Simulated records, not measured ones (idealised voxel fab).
Name of the process module below: voxel released beams
FYI the section here is cut, 165 nm wide, cells are 5 nm squares.
Cross-section layout: square cells on a grid; listed as bands, top to bottom; a band spans one or more cell rows. Basically the band line says how high the top is and how high the bottom is, in nm, and then what's in it from left to right, every material with its width in nm. Empty space shows up as "air", and if a single material carries "everywhere" it runs the full band edge to edge. All heights in this document are referenced to 0, defined as the level beneath which the wafer, as received, consists entirely of one material. The lowest band is not bounded below; it extends indefinitely downward and is written in the form "0..down". Note: "30->40" means the width goes from the first number (top row of the band) to the second number (bottom row) in equal steps per row of cells. Take "nothing changed" at face value: in the step it is given for, the cross-section changed in none of its cells. Listed in "Enclosed void inventory": every empty space of 8 or more cells without an open way to the top. Form: width x height at distance, the distance being from the left edge, all in nm. Note: text after step settings on the step line = simulator remark on that step. You can add "overlay nm" to a step's line. For a step with a mask, it describes how far the mask lay to the right of its planned position, and a negative number describes a lay to the left.
PROCESS STEPS FORESEEN IN THE PLAN
1: op RECEIVE | material Si
2: op CONFORMAL_DEP | material SiN | thk nm 10
3: op DIRECTIONAL_DEP | material SiO2 | thk nm 15
4: op PATTERN | tone open | mask id ANCHOR | material resist | width nm 40 | thk nm 15 | overlay nm 0
5: op DIRECTIONAL_ETCH | etch materials SiO2 | depth nm 15
6: op STRIP | etch materials resist
7: op CONFORMAL_DEP | material W | thk nm 15
8: op DIRECTIONAL_DEP | material aC | thk nm 10
9: op PATTERN | tone cover | mask id BEAM | material resist | width nm 110 | thk nm 30 | overlay nm 0
10: op DIRECTIONAL_ETCH | etch materials aC | depth nm 10
11: op STRIP | etch materials resist
12: op DIRECTIONAL_ETCH | etch materials W | depth nm 15
13: op STRIP | etch materials aC
14: op STRIP | etch materials SiO2
FIRST OUT OF TWO WAFERS; RUN WENT TO PLAN
CROSS-SECTION OF THE WAFER AT RECEIPT, WHICH IS THE CONDITION AFTER STEP 1
	0..down  Si everywhere
	Enclosed void inventory: none
UPON COMPLETION OF STEP 2, THE WAFER APPEARS IN CROSS-SECTION AS SHOWN
	10..0  SiN everywhere
	Anything lower than 0 is untouched.
UPON COMPLETION OF STEP 3, THE WAFER APPEARS IN CROSS-SECTION AS SHOWN
	25..10  SiO2 everywhere
	Anything lower than 10 is untouched.
UPON COMPLETION OF STEP 4, THE WAFER APPEARS IN CROSS-SECTION AS SHOWN
	40..25  30 resist, then 40 air, then 95 resist
	Anything lower than 25 is untouched.
UPON COMPLETION OF STEP 5, THE WAFER APPEARS IN CROSS-SECTION AS SHOWN
	40..25  30 resist, then 40 air, then 95 resist
	25..10  30 SiO2, then 40 air, then 95 SiO2
	Anything lower than 10 is untouched.
UPON COMPLETION OF STEP 6, THE WAFER APPEARS IN CROSS-SECTION AS SHOWN
	25..10  30 SiO2, then 40 air, then 95 SiO2
	Anything lower than 10 is untouched.
UPON COMPLETION OF STEP 7, THE WAFER APPEARS IN CROSS-SECTION AS SHOWN
	40..25  45 W, then 10 air, then 110 W
	25..10  30 SiO2, then 40 W, then 95 SiO2
	Anything lower than 10 is untouched.
UPON COMPLETION OF STEP 8, THE WAFER APPEARS IN CROSS-SECTION AS SHOWN
	50..40  45 aC, then 10 air, then 110 aC
	40..35  45 W, then 10 air, then 110 W
	35..25  45 W, then 10 aC, then 110 W
	Anything lower than 25 is untouched.
UPON COMPLETION OF STEP 9, THE WAFER APPEARS IN CROSS-SECTION AS SHOWN
	80..50  25 air, then 110 resist, then 30 air
	50..40  45 aC, then 10 resist, then 110 aC
	40..35  45 W, then 10 resist, then 110 W
	Anything lower than 35 is untouched.
UPON COMPLETION OF STEP 10, THE WAFER APPEARS IN CROSS-SECTION AS SHOWN
	70..50  25 air, then 110 resist, then 30 air
	50..40  25 air, then 20 aC, then 10 resist, then 80 aC, then 30 air
	Anything lower than 40 is untouched.
UPON COMPLETION OF STEP 11, THE WAFER APPEARS IN CROSS-SECTION AS SHOWN
	50..40  25 air, then 20 aC, then 10 air, then 80 aC, then 30 air
	40..35  45 W, then 10 air, then 110 W
	Anything lower than 35 is untouched.
UPON COMPLETION OF STEP 12, THE WAFER APPEARS IN CROSS-SECTION AS SHOWN
	50..40  25 air, then 20 aC, then 10 air, then 80 aC, then 30 air
	40..35  25 air, then 20 W, then 10 air, then 80 W, then 30 air
	35..25  25 air, then 20 W, then 10 aC, then 80 W, then 30 air
	Anything lower than 25 is untouched.
UPON COMPLETION OF STEP 13, THE WAFER APPEARS IN CROSS-SECTION AS SHOWN
	40..25  25 air, then 20 W, then 10 air, then 80 W, then 30 air
	Anything lower than 25 is untouched.
UPON COMPLETION OF STEP 14, THE WAFER APPEARS IN CROSS-SECTION AS SHOWN
	40..25  25 air, then 20 W, then 10 air, then 80 W, then 30 air
	25..10  30 air, then 40 W, then 95 air
	Anything lower than 10 is untouched.
OKAY, SECOND WAFER. NOTHING DIFFERENT AT THE START, NOTHING DIFFERENT IN THE PLAN, JUST ONE MISTAKE SOMEWHERE IN THE RUNNING. AS FAR AS STEP 3, COUNTING THAT STEP, IT'S THE FIRST WAFER ALL OVER AGAIN
SECOND WAFER PROFILE IN SECTION, AT THE MOMENT STEP 4 OF THE PLAN WAS MEANT TO BE COMPLETE
	40..25  30 resist, then 45 air, then 90 resist
	Anything lower than 25 is untouched.
SECOND WAFER PROFILE IN SECTION, AT THE MOMENT STEP 5 OF THE PLAN WAS MEANT TO BE COMPLETE
	40..25  30 resist, then 45 air, then 90 resist
	25..10  30 SiO2, then 45 air, then 90 SiO2
	Anything lower than 10 is untouched.
SECOND WAFER PROFILE IN SECTION, AT THE MOMENT STEP 6 OF THE PLAN WAS MEANT TO BE COMPLETE
	25..10  30 SiO2, then 45 air, then 90 SiO2
	Anything lower than 10 is untouched.
SECOND WAFER PROFILE IN SECTION, AT THE MOMENT STEP 7 OF THE PLAN WAS MEANT TO BE COMPLETE
	40..25  45 W, then 15 air, then 105 W
	25..10  30 SiO2, then 45 W, then 90 SiO2
	Anything lower than 10 is untouched.
SECOND WAFER PROFILE IN SECTION, AT THE MOMENT STEP 8 OF THE PLAN WAS MEANT TO BE COMPLETE
	50..40  45 aC, then 15 air, then 105 aC
	40..35  45 W, then 15 air, then 105 W
	35..25  45 W, then 15 aC, then 105 W
	Anything lower than 25 is untouched.
SECOND WAFER PROFILE IN SECTION, AT THE MOMENT STEP 9 OF THE PLAN WAS MEANT TO BE COMPLETE
	80..50  25 air, then 110 resist, then 30 air
	50..40  45 aC, then 15 resist, then 105 aC
	40..35  45 W, then 15 resist, then 105 W
	Anything lower than 35 is untouched.
SECOND WAFER PROFILE IN SECTION, AT THE MOMENT STEP 10 OF THE PLAN WAS MEANT TO BE COMPLETE
	70..50  25 air, then 110 resist, then 30 air
	50..40  25 air, then 20 aC, then 15 resist, then 75 aC, then 30 air
	Anything lower than 40 is untouched.
SECOND WAFER PROFILE IN SECTION, AT THE MOMENT STEP 11 OF THE PLAN WAS MEANT TO BE COMPLETE
	50..40  25 air, then 20 aC, then 15 air, then 75 aC, then 30 air
	40..35  45 W, then 15 air, then 105 W
	Anything lower than 35 is untouched.
SECOND WAFER PROFILE IN SECTION, AT THE MOMENT STEP 12 OF THE PLAN WAS MEANT TO BE COMPLETE
	50..40  25 air, then 20 aC, then 15 air, then 75 aC, then 30 air
	40..35  25 air, then 20 W, then 15 air, then 75 W, then 30 air
	35..25  25 air, then 20 W, then 15 aC, then 75 W, then 30 air
	Anything lower than 25 is untouched.
SECOND WAFER PROFILE IN SECTION, AT THE MOMENT STEP 13 OF THE PLAN WAS MEANT TO BE COMPLETE
	40..25  25 air, then 20 W, then 15 air, then 75 W, then 30 air
	Anything lower than 25 is untouched.
SECOND WAFER PROFILE IN SECTION, AT THE MOMENT STEP 14 OF THE PLAN WAS MEANT TO BE COMPLETE
	40..25  25 air, then 20 W, then 15 air, then 75 W, then 30 air
	25..10  30 air, then 45 W, then 90 air
	Anything lower than 10 is untouched.
Heads up, the wafer didn't run the way we planned it: step 4 was processed under conditions differing from the plan, specifically as op PATTERN | tone open | mask id ANCHOR | material resist | width nm 45 | thk nm 15 | overlay nm 0
Both wafers, final: cells per material equal; arrangement not.
